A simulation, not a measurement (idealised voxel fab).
process module | voxel quadruple lines
cross-section cut | 245 nm wide | cells 5 nm
A cross-section is a grid of square cells, given in bands from the top down. A band is one or more rows of cells.
Each band's line starts with the height of the band's top and of its bottom, in nm. Then come its materials from left to right, each with its width in nm. One material with "throughout" fills the band from edge to edge. "air" is empty space.
Height 0 is the level under which the wafer as received is all one material. The lowest band goes on downwards, as in "0 down".
A width such as "30 to 40" changes by the same amount from each row of cells to the next, from the band's top row to its bottom row.
"no change" after a step means that no cell of the cross-section changed.
closed voids: empty space of 8 cells or more with no open way to the top, each as width x height at its distance from the left edge, in nm
after a step's settings: what the simulator itself notes on the step
overlay nm, on a step with a mask: how far to the right of its planned place the mask lay; to the left if negative
plan
1 op RECEIVE | material Si
2 op CONFORMAL_DEP | material Al2O3 | thk nm 5
3 op DIRECTIONAL_DEP | material TiN | thk nm 10
4 op DIRECTIONAL_DEP | material polySi | thk nm 20
5 op DIRECTIONAL_DEP | material aC | thk nm 25
6 op PATTERN | tone cover | mask id MANDREL | material resist | width nm 35 | pitch nm 100 | thk nm 30 | overlay nm 0
7 op DIRECTIONAL_ETCH | etch materials aC | depth nm 25
8 op STRIP | etch materials resist
9 op CONFORMAL_DEP | material SiO2 | thk nm 15
10 op DIRECTIONAL_ETCH | etch materials SiO2 | depth nm 15
11 op STRIP | etch materials aC
12 op DIRECTIONAL_ETCH | etch materials polySi | depth nm 20
13 op STRIP | etch materials SiO2
14 op CONFORMAL_DEP | material SiCN | thk nm 10
15 op DIRECTIONAL_ETCH | etch materials SiCN | depth nm 10
16 op STRIP | etch materials polySi
17 op DIRECTIONAL_ETCH | etch materials TiN | depth nm 10
18 op STRIP | etch materials SiCN
as received, after step 1
  0 down: Si throughout
  closed voids: none
a wafer at the end: this start, this plan, one mistake
  15 to 5: air 45 | TiN 10 | air 15 | TiN 5 | air 15 | TiN 10 | air 45 | TiN 10 | air 15 | TiN 5 | air 15 | TiN 10 | air 45
  5 to 0: Al2O3 throughout
  0 down: Si throughout
  closed voids: none
what went wrong: step 6 ran as: op PATTERN | tone open | mask id MANDREL | material resist | width nm 35 | pitch nm 100 | thk nm 30 | overlay nm 0
